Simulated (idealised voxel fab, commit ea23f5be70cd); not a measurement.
process module | voxel capacitor over wiring
cross-section cut | 265 nm wide | cells 5 nm
A cross-section is a grid of square cells, given in bands from the top down. A band is one or more rows of cells.
Each band's line starts with the height of the band's top and of its bottom, in nm. Then come its materials from left to right, each with its width in nm. One material with "throughout" fills the band from edge to edge. "air" is empty space.
Height 0 is the level under which the wafer as received is all one material. The lowest band goes on downwards, as in "0 down".
A width such as "30 to 40" changes by the same amount from each row of cells to the next, from the band's top row to its bottom row.
"no change" after a step means that no cell of the cross-section changed.
closed voids: empty space of 8 cells or more with no open way to the top, each as width x height at its distance from the left edge, in nm
after a step's settings: what the simulator itself notes on the step
overlay nm, on a step with a mask: how far to the right of its planned place the mask lay; to the left if negative
plan
1 op RECEIVE | material Si
2 op CONFORMAL_DEP | material SiO2 | thk nm 15
3 op DIRECTIONAL_DEP | material TiN | thk nm 5
4 op DIRECTIONAL_DEP | material W | thk nm 15
5 op PATTERN | tone cover | mask id METAL_1 | material resist | width nm 25 | pitch nm 80 | thk nm 15 | overlay nm 0
6 op DIRECTIONAL_ETCH | etch materials W | depth nm 15
7 op DIRECTIONAL_ETCH | etch materials TiN | depth nm 5
8 op STRIP | etch materials resist
9 op CONFORMAL_DEP | material SiCN | thk nm 5
10 op FILL_DEP | material lowk | thk nm 5
11 op CMP | height nm 35
12 op CONFORMAL_DEP | material SiCN | thk nm 5
13 op DIRECTIONAL_DEP | material lowk | thk nm 20
14 op PATTERN | tone open | mask id PLUG_1 | material resist | width nm 15 | thk nm 15 | overlay nm 0
15 op DIRECTIONAL_ETCH | etch materials lowk | depth nm 20
16 op DIRECTIONAL_ETCH | etch materials SiCN | depth nm 5
17 op STRIP | etch materials resist
18 op CONFORMAL_DEP | material TiN | thk nm 5
19 op FILL_DEP | material W | thk nm 5
20 op CMP | height nm 60
21 op DIRECTIONAL_DEP | material TiN | thk nm 5
22 op DIRECTIONAL_DEP | material HfO2 | thk nm 5
23 op DIRECTIONAL_DEP | material TiN | thk nm 5
24 op PATTERN | tone cover | mask id UPPER_PLATE | material resist | width nm 60 | thk nm 15 | overlay nm 0
25 op DIRECTIONAL_ETCH | etch materials TiN | depth nm 5
26 op DIRECTIONAL_ETCH | etch materials HfO2 | depth nm 5
27 op STRIP | etch materials resist
28 op PATTERN | tone cover | mask id LOWER_PLATE | material resist | width nm 70 | thk nm 15 | overlay nm 0
29 op DIRECTIONAL_ETCH | etch materials TiN | depth nm 5
30 op STRIP | etch materials resist
31 op FILL_DEP | material SiO2 | thk nm 15
32 op CMP | height nm 85
33 op DIRECTIONAL_DEP | material aC | thk nm 10
34 op PATTERN | tone open | mask id PLUG_2 | material resist | width nm 15 | thk nm 30 | overlay nm 0
35 op DIRECTIONAL_ETCH | etch materials aC | depth nm 10
36 op STRIP | etch materials resist
37 op DIRECTIONAL_ETCH | etch materials SiO2 | depth nm 10
38 op STRIP | etch materials aC
39 op CONFORMAL_DEP | material TiN | thk nm 5
40 op FILL_DEP | material Ru | thk nm 10
41 op CMP | height nm 85
42 op CONFORMAL_DEP | material SiCN | thk nm 5
as received, after step 1
  0 down: Si throughout
  closed voids: none
first wafer at the end, as planned
  90 to 85: SiCN throughout
  85 to 80: SiO2 100 | TiN 5 | Ru 5 | TiN 5 | SiO2 150
  80 to 70: SiO2 100 to 90 | TiN 15 to 60 | SiO2 150 to 115
  70 to 65: SiO2 90 | HfO2 60 | SiO2 115
  65 to 60: SiO2 85 | TiN 70 | SiO2 110
  60 to 40: lowk 90 | TiN 5 | W 5 | TiN 5 | lowk 160
  40 to 35: SiCN 90 | TiN 15 | SiCN 160
  35 to 20: lowk 75 | SiCN 5 | W 25 | SiCN 5 | lowk 45 | SiCN 5 | W 25 | SiCN 5 | lowk 75
  20 to 15: SiCN 80 | TiN 25 | SiCN 55 | TiN 25 | SiCN 80
  15 to 0: SiO2 throughout
  0 down: Si throughout
  closed voids: none
second wafer at the end: like start, like plan, one mistake
  90 to 85: SiCN throughout
  85 to 80: SiO2 100 | TiN 5 | Ru 5 | TiN 5 | SiO2 150
  80 to 75: SiO2 100 | TiN 15 | SiO2 150
  75 to 70: SiO2 throughout
  70 to 60: SiO2 90 to 85 | TiN 60 to 70 | SiO2 115 to 110
  60 to 40: lowk 90 | TiN 5 | W 5 | TiN 5 | lowk 160
  40 to 35: SiCN 90 | TiN 15 | SiCN 160
  35 to 20: lowk 75 | SiCN 5 | W 25 | SiCN 5 | lowk 45 | SiCN 5 | W 25 | SiCN 5 | lowk 75
  20 to 15: SiCN 80 | TiN 25 | SiCN 55 | TiN 25 | SiCN 80
  15 to 0: SiO2 throughout
  0 down: Si throughout
  closed voids: none
what went wrong: step 22 was left out
at the end the second wafer has, in cells: 12 fewer of HfO2 | 12 more of SiO2
